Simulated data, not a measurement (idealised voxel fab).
This section sets out a process module, namely voxel transistor to metal.
Each square cell in cross-section cut measures 5 nm, and the section as a whole is 295 nm wide.
Bands, listed from the top down, are how a cross-section gets written in this document; the cross-section itself is a grid of square cells, and a band is one or more rows of them.
Each band's line starts with the height of the band's top and of its bottom, in nm. Then come its materials from left to right, each with its width in nm. One material with "throughout" fills the band from edge to edge. "blank" is empty space.
We count height from 0. Below that, the starting wafer is all one material. The lowest band never ends at the bottom but goes on down; see "0 nm and below" for how that is written.
When a width is written as two numbers, as in "30 to 40", the first number is the width in the top row of cells of the band and the second is the width in its bottom row, and the width changes by the same amount from each row to the next.
The designation "remains unaltered", where it is given for a processing step, indicates that no cell of the cross-section was altered in the course of that step.
You'll see "Cavities, closed" listing empty spaces that have no way open to the top, as long as they're 8 cells or more; the notation is width x height at distance, where the distance is from the left edge, and all of it is in nm.
Whatever follows a step's settings on its line is a remark the simulator itself makes about that step.
"overlay nm", when on a step's line for a step with a mask, measures how far to the right of its planned place the mask lay; a negative measure means to the left.
Process steps (planned)
| 1 | RECEIVE, material Si |
| 2 | OXIDIZE, depth nm 5 |
| 3 | CONFORMAL_DEP, material SiN, thk nm 15 |
| 4 | DIRECTIONAL_DEP, material aC, thk nm 10 |
| 5 | PATTERN, tone cover, mask id ACTIVE, material resist, width nm 95, pitch nm 120, thk nm 30, overlay nm 0 |
| 6 | DIRECTIONAL_ETCH, etch materials aC, depth nm 10 |
| 7 | STRIP, etch materials resist |
| 8 | DIRECTIONAL_ETCH, etch materials SiN, depth nm 15 |
| 9 | DIRECTIONAL_ETCH, etch materials SiO2, depth nm 5 |
| 10 | DIRECTIONAL_ETCH, etch materials Si, depth nm 25 |
| 11 | STRIP, etch materials aC |
| 12 | FILL_DEP, material SiO2, thk nm 5 |
| 13 | CMP, height nm 15 |
| 14 | SELECTIVE_ETCH, etch materials SiO2, depth nm 15 |
| 15 | STRIP, etch materials SiN |
| 16 | SELECTIVE_ETCH, etch materials SiO2, depth nm 5 |
| 17 | OXIDIZE, depth nm 5 |
| 18 | DIRECTIONAL_DEP, material polySi, thk nm 30 |
| 19 | DIRECTIONAL_DEP, material SiCN, thk nm 15 |
| 20 | MASKED_ETCH, tone cover, mask id GATE, width nm 15, pitch nm 120, etch materials SiCN, depth nm 25, overlay nm 0 |
| 21 | MASKED_ETCH, tone cover, mask id GATE, width nm 15, pitch nm 120, etch materials polySi, depth nm 40, overlay nm 0 |
| 22 | CONFORMAL_DEP, material SiN, thk nm 10 |
| 23 | DIRECTIONAL_ETCH, etch materials SiN, depth nm 10 |
| 24 | DIRECTIONAL_ETCH, etch materials SiO2, depth nm 5 |
| 25 | DIRECTIONAL_ETCH, etch materials Si, depth nm 15 |
| 26 | EPI, material nSi, thk nm 15 |
| 27 | FILL_DEP, material SiO2, thk nm 5 |
| 28 | CMP, height nm 40 |
| 29 | DIRECTIONAL_DEP, material SiO2, thk nm 10 |
| 30 | DIRECTIONAL_DEP, material aC, thk nm 15 |
| 31 | PATTERN, tone open, mask id CONTACT, material resist, width nm 20, thk nm 35, overlay nm 0 |
| 32 | DIRECTIONAL_ETCH, etch materials aC, depth nm 15 |
| 33 | STRIP, etch materials resist |
| 34 | DIRECTIONAL_ETCH, etch materials SiO2, depth nm 60 |
| 35 | STRIP, etch materials aC |
| 36 | CONFORMAL_DEP, material TiN, thk nm 5 |
| 37 | FILL_DEP, material Ru, thk nm 10 |
| 38 | CMP, height nm 50 |
| 39 | DIRECTIONAL_DEP, material TiN, thk nm 5 |
| 40 | DIRECTIONAL_DEP, material W, thk nm 25 |
| 41 | DIRECTIONAL_DEP, material aC, thk nm 15 |
| 42 | PATTERN, tone cover, mask id METAL_1, material resist, width nm 20, thk nm 30, overlay nm 0 |
| 43 | DIRECTIONAL_ETCH, etch materials aC, depth nm 15 |
| 44 | STRIP, etch materials resist |
| 45 | DIRECTIONAL_ETCH, etch materials W, depth nm 25 |
| 46 | DIRECTIONAL_ETCH, etch materials TiN, depth nm 5 |
| 47 | STRIP, etch materials aC |
| 48 | FILL_DEP, material lowk, thk nm 5 |
| 49 | CMP, height nm 80 |
| 50 | CONFORMAL_DEP, material SiCN, thk nm 5 |
| 51 | DIRECTIONAL_DEP, material lowk, thk nm 30 |
| 52 | PATTERN, tone open, mask id METAL_2_HOLES, material resist, width nm 15, pitch nm 120, thk nm 20, overlay nm 0 |
| 53 | DIRECTIONAL_ETCH, etch materials lowk, depth nm 30 |
| 54 | STRIP, etch materials resist |
| 55 | PATTERN, tone open, mask id METAL_2, material resist, width nm 20, pitch nm 120, thk nm 15, overlay nm 0 |
| 56 | DIRECTIONAL_ETCH, etch materials lowk, depth nm 15 |
| 57 | DIRECTIONAL_ETCH, etch materials SiCN, depth nm 5 |
| 58 | STRIP, etch materials resist |
| 59 | CONFORMAL_DEP, material TiN, thk nm 5 |
| 60 | FILL_DEP, material Ru, thk nm 5 |
| 61 | CMP, height nm 115 |
| 62 | CONFORMAL_DEP, material SiCN, thk nm 5 |
Delivered wafer in cross-section: state after step 1
0 nm and below = Si throughout
Cavities, closed: none
As-planned run: cross-section of the first of two wafers at end of module
120 nm to 115 nm = SiCN throughout
115 nm to 105 nm = lowk 45 | TiN 5 | Ru 10 | TiN 5 | lowk 100 | TiN 5 | Ru 10 | TiN 5 | lowk 110
105 nm to 100 nm = lowk 45 | TiN 5 | Ru 5 | TiN 10 | lowk 100 | TiN 5 | Ru 5 | TiN 10 | lowk 110
100 nm to 85 nm = lowk 45 | TiN 5 | Ru 5 | TiN 5 | lowk 105 | TiN 5 | Ru 5 | TiN 5 | lowk 115
85 nm to 80 nm = SiCN 45 | TiN 15 | SiCN 105 | TiN 15 | SiCN 115
80 nm to 55 nm = lowk 45 | W 20 | lowk 45 | W 20 | lowk 35 | W 20 | lowk 45 | W 20 | lowk 45
55 nm to 50 nm = lowk 45 | TiN 20 | lowk 45 | TiN 20 | lowk 35 | TiN 20 | lowk 45 | TiN 20 | lowk 45
50 nm to 40 nm = SiO2 45 | TiN 5 | Ru 10 | TiN 5 | SiO2 45 | TiN 5 | Ru 10 | TiN 5 | SiO2 35 | TiN 5 | Ru 10 | TiN 5 | SiO2 45 | TiN 5 | Ru 10 | TiN 5 | SiO2 45
40 nm to 25 nm = SiO2 45 | TiN 5 | Ru 10 | TiN 5 | SiO2 5 | SiN 10 | SiCN 15 | SiN 10 | SiO2 5 | TiN 5 | Ru 10 | TiN 5 | SiO2 35 | TiN 5 | Ru 10 | TiN 5 | SiO2 5 | SiN 10 | SiCN 15 | SiN 10 | SiO2 5 | TiN 5 | Ru 10 | TiN 5 | SiO2 45
25 nm to 10 nm = SiO2 45 | TiN 5 | Ru 10 | TiN 5 | SiO2 5 | SiN 10 | polySi 15 | SiN 10 | SiO2 5 | TiN 5 | Ru 10 | TiN 5 | SiO2 35 | TiN 5 | Ru 10 | TiN 5 | SiO2 5 | SiN 10 | polySi 15 | SiN 10 | SiO2 5 | TiN 5 | Ru 10 | TiN 5 | SiO2 45
10 nm to 5 nm = SiO2 45 | TiN 20 | SiO2 5 | SiN 10 | polySi 15 | SiN 10 | SiO2 5 | TiN 20 | SiO2 35 | TiN 20 | SiO2 5 | SiN 10 | polySi 15 | SiN 10 | SiO2 5 | TiN 20 | SiO2 45
5 nm to -5 nm = SiO2 45 | TiN 10 | nSi 15 | SiN 10 | polySi 15 | SiN 10 | nSi 15 | TiN 10 | SiO2 35 | TiN 10 | nSi 15 | SiN 10 | polySi 15 | SiN 10 | nSi 15 | TiN 10 | SiO2 45
-5 nm to -10 nm = SiO2 45 | TiN 10 | nSi 15 | SiO2 35 | nSi 15 | TiN 10 | SiO2 35 | TiN 10 | nSi 15 | SiO2 35 | nSi 15 | TiN 10 | SiO2 45
-10 nm to -25 nm = SiO2 40 | nSi 30 | Si 35 | nSi 30 | SiO2 25 | nSi 30 | Si 35 | nSi 30 | SiO2 40
-25 nm to -30 nm = SiO2 40 | Si 95 | SiO2 25 | Si 95 | SiO2 40
-30 nm and below = Si throughout
Cavities, closed: none
This cross-section belongs to the second wafer of two at the end of the module; the start and the plan were shared with the first, and the run included one mistake
120 nm to 115 nm = SiCN throughout
115 nm to 105 nm = lowk 45 | TiN 5 | Ru 10 | TiN 5 | lowk 100 | TiN 5 | Ru 10 | TiN 5 | lowk 110
105 nm to 100 nm = lowk 45 | TiN 5 | Ru 5 | TiN 10 | lowk 100 | TiN 5 | Ru 5 | TiN 10 | lowk 110
100 nm to 85 nm = lowk 45 | TiN 5 | Ru 5 | TiN 5 | lowk 105 | TiN 5 | Ru 5 | TiN 5 | lowk 115
85 nm to 80 nm = SiCN 45 | TiN 15 | SiCN 105 | TiN 15 | SiCN 115
80 nm to 55 nm = lowk 45 | W 20 | lowk 45 | W 20 | lowk 35 | W 20 | lowk 45 | W 20 | lowk 45
55 nm to 50 nm = lowk 45 | TiN 20 | lowk 45 | TiN 20 | lowk 35 | TiN 20 | lowk 45 | TiN 20 | lowk 45
50 nm to 40 nm = SiO2 45 | TiN 5 | Ru 10 | TiN 5 | SiO2 45 | TiN 5 | Ru 10 | TiN 5 | SiO2 35 | TiN 5 | Ru 10 | TiN 5 | SiO2 45 | TiN 5 | Ru 10 | TiN 5 | SiO2 45
40 nm to 25 nm = SiO2 45 | TiN 5 | Ru 10 | TiN 5 | SiO2 5 | SiN 10 | SiCN 15 | SiN 10 | SiO2 5 | TiN 5 | Ru 10 | TiN 5 | SiO2 35 | TiN 5 | Ru 10 | TiN 5 | SiO2 5 | SiN 10 | SiCN 15 | SiN 10 | SiO2 5 | TiN 5 | Ru 10 | TiN 5 | SiO2 45
25 nm to 10 nm = SiO2 45 | TiN 5 | Ru 10 | TiN 5 | SiO2 5 | SiN 10 | polySi 15 | SiN 10 | SiO2 5 | TiN 5 | Ru 10 | TiN 5 | SiO2 35 | TiN 5 | Ru 10 | TiN 5 | SiO2 5 | SiN 10 | polySi 15 | SiN 10 | SiO2 5 | TiN 5 | Ru 10 | TiN 5 | SiO2 45
10 nm to 5 nm = SiO2 45 | TiN 20 | SiO2 5 | SiN 10 | polySi 15 | SiN 10 | SiO2 5 | TiN 20 | SiO2 35 | TiN 20 | SiO2 5 | SiN 10 | polySi 15 | SiN 10 | SiO2 5 | TiN 20 | SiO2 45
5 nm to -5 nm = SiO2 45 | TiN 10 | nSi 15 | SiN 10 | polySi 15 | SiN 10 | nSi 15 | TiN 10 | SiO2 35 | TiN 10 | nSi 15 | SiN 10 | polySi 15 | SiN 10 | nSi 15 | TiN 10 | SiO2 45
-5 nm to -10 nm = SiO2 45 | TiN 10 | nSi 15 | SiO2 35 | nSi 15 | TiN 10 | SiO2 35 | TiN 10 | nSi 15 | SiO2 35 | nSi 15 | TiN 10 | SiO2 45
-10 nm to -25 nm = SiO2 50 | nSi 20 | Si 35 | nSi 40 | SiO2 25 | nSi 20 | Si 35 | nSi 40 | SiO2 30
-25 nm to -30 nm = SiO2 50 | Si 95 | SiO2 25 | Si 95 | SiO2 30
-30 nm and below = Si throughout
Cavities, closed: none
Diagnosis: step 5 deviated from plan and actually ran as PATTERN, tone cover, mask id ACTIVE, material resist, width nm 95, pitch nm 120, thk nm 30, overlay nm 10
The two final wafers agree on how many cells each material fills and disagree on which cells those are.
